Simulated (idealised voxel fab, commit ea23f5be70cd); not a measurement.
This section sets out a process module, namely voxel self aligned contacts.
180 nm wide, 5 nm square cells: that's cross-section cut.
Cross-section format: a grid of square cells, given as bands from top to bottom; each band is one or more rows of cells.
Heads up on the band format: heights come first, top then bottom, in nm. After that it's the materials left to right, each with its width in nm. A single material flagged "edge to edge" fills the whole band edge to edge, and "blank" means there's empty space there.
Zero point of the height axis is 0; under it, received wafer = one material. Lowest band: continues down indefinitely, "0 down".
When a width is written as two numbers, as in "30->40", the first number is the width in the top row of cells of the band and the second is the width in its bottom row, and the width changes by the same amount from each row to the next.
Where a step carries "left unchanged", the cross-section came out of it unchanged, cell for cell.
Voids not open to the top, 8 cells minimum: see "Unvented internal voids". Written width x height at distance; distance is from the left edge; nm.
Step line, after settings: the simulator's comment on this step.
overlay nm: mask right of planned place by this much (step with mask). Neg. = left.

Steps in the process plan
1. RECEIVE (material Si)
2. OXIDIZE (depth nm 5)
3. DIRECTIONAL_DEP (material polySi; thk nm 25)
4. DIRECTIONAL_DEP (material SiN; thk nm 15)
5. PATTERN (tone cover; mask id GATE; material resist; width nm 30; pitch nm 60; thk nm 20; overlay nm 0)
6. DIRECTIONAL_ETCH (etch materials SiN; depth nm 15)
7. DIRECTIONAL_ETCH (etch materials polySi; depth nm 25)
8. STRIP (etch materials resist)
9. CONFORMAL_DEP (material SiN; thk nm 5)
10. DIRECTIONAL_ETCH (etch materials SiN; depth nm 5)
11. FILL_DEP (material SiO2; thk nm 15)
12. CMP (height nm 50)
13. MASKED_ETCH (tone open; mask id CONTACT; width nm 30; etch materials SiO2; depth nm 55; overlay nm 0)
14. CONFORMAL_DEP (material TiN; thk nm 5)
15. FILL_DEP (material W; thk nm 5)
16. CMP (height nm 50)
17. CONFORMAL_DEP (material SiCN; thk nm 5)
Variable across wafers: step 13 width nm (plan value is that of the first wafer; starting state common to all).

Received condition of the first of several wafers, sectioned: post-step 1
* 0 down  Si edge to edge
* Unvented internal voids: none

After the module's final step, step 17: the first of several wafers in cross-section
* 55 to 50  SiCN edge to edge
* 50 to 40  SiO2 (75), then TiN (5->10), then W (20->10), then TiN (5->10), then SiO2 (75)
* 40 to 25  SiO2 (40), then SiN (40), then TiN (5), then W (10), then TiN (5), then SiN (40), then SiO2 (40)
* 25 to 0  SiO2 (40), then SiN (5), then polySi (30), then SiN (5), then TiN (5), then W (10), then TiN (5), then SiN (5), then polySi (30), then SiN (5), then SiO2 (40)
* 0 to -5  SiO2 (80), then TiN (20), then SiO2 (80)
* -5 down  Si edge to edge
* Unvented internal voids: none

End of module: cross-section, last of several wafers
* 55 to 50  SiCN edge to edge
* 50 to 40  SiO2 (65), then TiN (5->20), then W (45->10), then TiN (5->25), then SiO2 (60)
* 40 to 25  SiO2 (40), then SiN (40), then TiN (5), then W (10), then TiN (5), then SiN (40), then SiO2 (40)
* 25 to 0  SiO2 (40), then SiN (5), then polySi (30), then SiN (5), then TiN (5), then W (10), then TiN (5), then SiN (5), then polySi (30), then SiN (5), then SiO2 (40)
* 0 to -5  SiO2 (80), then TiN (20), then SiO2 (80)
* -5 down  Si edge to edge
* Unvented internal voids: none

Here is how to read the rows: every wafer has a row, and it shows the wafer at the end of the module, giving for each material how many cells were gained (+) or lost (-) since the wafer was received, then listing its closed voids
width nm 30; -36 Si; +36 SiCN; +68 SiN; +220 SiO2; +26 TiN; +22 W; +60 polySi; Unvented internal voids: none
width nm 35; -36 Si; +36 SiCN; +68 SiN; +218 SiO2; +27 TiN; +23 W; +60 polySi; Unvented internal voids: none
width nm 40; -36 Si; +36 SiCN; +68 SiN; +216 SiO2; +28 TiN; +24 W; +60 polySi; Unvented internal voids: none
width nm 45; -36 Si; +36 SiCN; +68 SiN; +214 SiO2; +29 TiN; +25 W; +60 polySi; Unvented internal voids: none
width nm 50; -36 Si; +36 SiCN; +68 SiN; +212 SiO2; +30 TiN; +26 W; +60 polySi; Unvented internal voids: none
width nm 55; -36 Si; +36 SiCN; +68 SiN; +210 SiO2; +31 TiN; +27 W; +60 polySi; Unvented internal voids: none
